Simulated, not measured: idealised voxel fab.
Documented hereafter: the process module known as voxel capacitor over wiring.
Xsec cut, 195 nm wide, square cell size 5 nm.
The cross-sections in this document take the form of a grid made of square cells. They are written out as bands, in order from top to bottom. Each band consists of one or more rows of cells.
Look at the band entry: it leads with the top's height and the bottom's height in nm. Then it lists the materials left to right, with a width in nm for each. The word "edge to edge" on a single material says that material fills the band edge to edge. The word "air" is empty space.
Heights from 0 (as-received wafer is one material below). Bottom band endless downward, as "0 down".
Top row gets the first number, bottom row gets the second, and each row in between changes by the same step: that is how a band width like "30..40" works.
Basically "everything unchanged" means that step didn't change any cell in the cross-section.
Heads up: "Sealed void list" only lists the empty pockets with no open path to the top that are 8 cells or more, and it writes them as width x height at distance, distance from the left edge, in nm.
Formally, on a step line, whatever follows the settings is a remark that the simulator itself makes on the step.
"overlay nm" answers the question of how far to the right of plan the mask lay on a step that has a mask, and when it is negative the answer is to the left.
HERE'S WHAT THE PLANNED PROCESS STEPS LOOK LIKE
1 RECEIVE | material Si
2 CONFORMAL_DEP | material SiO2 | thk nm 15
3 CONFORMAL_DEP | material SiN | thk nm 5
4 DIRECTIONAL_DEP | material SiO2 | thk nm 20
5 DIRECTIONAL_DEP | material aC | thk nm 15
6 PATTERN | tone open | mask id METAL_1 | material resist | width nm 25 | pitch nm 75 | thk nm 35 | overlay nm 0
7 DIRECTIONAL_ETCH | etch materials aC | depth nm 15
8 STRIP | etch materials resist
9 DIRECTIONAL_ETCH | etch materials SiO2 | depth nm 20
10 DIRECTIONAL_ETCH | etch materials SiN | depth nm 5
11 STRIP | etch materials aC
12 CONFORMAL_DEP | material TiN | thk nm 5
13 FILL_DEP | material Ru | thk nm 5
14 CMP | height nm 40
15 CONFORMAL_DEP | material SiCN | thk nm 5
16 DIRECTIONAL_DEP | material lowk | thk nm 10
17 MASKED_ETCH | tone open | mask id PLUG_1 | width nm 15 | etch materials lowk | depth nm 10 | overlay nm 0
18 MASKED_ETCH | tone open | mask id PLUG_1 | width nm 15 | etch materials SiCN | depth nm 5 | overlay nm 0
19 EPI | material Ru | thk nm 10
20 EPI | material Ru | thk nm 5
21 DIRECTIONAL_DEP | material TiN | thk nm 10
22 DIRECTIONAL_DEP | material HfO2 | thk nm 5
23 DIRECTIONAL_DEP | material TiN | thk nm 10
24 PATTERN | tone cover | mask id UPPER_PLATE | material resist | width nm 55 | thk nm 15 | overlay nm 0
25 DIRECTIONAL_ETCH | etch materials TiN | depth nm 10
26 DIRECTIONAL_ETCH | etch materials HfO2 | depth nm 5
27 STRIP | etch materials resist
28 PATTERN | tone cover | mask id LOWER_PLATE | material resist | width nm 65 | thk nm 15 | overlay nm 0
29 DIRECTIONAL_ETCH | etch materials TiN | depth nm 10
30 STRIP | etch materials resist
31 FILL_DEP | material SiO2 | thk nm 20
32 CMP | height nm 95
33 PATTERN | tone open | mask id PLUG_2 | material resist | width nm 15 | thk nm 20 | overlay nm 0
34 DIRECTIONAL_ETCH | etch materials SiO2 | depth nm 15
35 STRIP | etch materials resist
36 CONFORMAL_DEP | material TiN | thk nm 5
37 FILL_DEP | material Ru | thk nm 5
38 CMP | height nm 95
39 CONFORMAL_DEP | material SiCN | thk nm 5
CROSS-SECTION: WAFER ON ARRIVAL = AFTER STEP 1
* 0 down  Si edge to edge
* Sealed void list: none
A WAFER AT THE END: THIS START, THIS PLAN, ONE MISTAKE
* 100 to 95  SiCN edge to edge
* 95 to 85  SiO2: 60, TiN: 5, Ru: 15, TiN: 5, SiO2: 110
* 85 to 80  SiO2: 60, TiN: 25, SiO2: 110
* 80 to 70  SiO2: 55, TiN: 55, SiO2: 85
* 70 to 65  SiO2: 55, HfO2: 55, SiO2: 85
* 65 to 55  SiO2: 50, TiN: 65, SiO2: 80
* 55 to 45  lowk: 55, Ru: 15, lowk: 125
* 45 to 40  SiCN: 55, Ru: 15, SiCN: 125
* 40 to 20  SiO2: 45, TiN: 5, Ru: 15, TiN: 5, SiO2: 50, TiN: 5, Ru: 15, TiN: 5, SiO2: 50
* 20 to 15  SiN: 45, TiN: 25, SiN: 50, TiN: 25, SiN: 50
* 15 to 0  SiO2 edge to edge
* 0 down  Si edge to edge
* Sealed void list: none
Deviation from plan: step 33 did not happen as planned, as run it was PATTERN | tone open | mask id PLUG_2 | material resist | width nm 25 | thk nm 20 | overlay nm 0
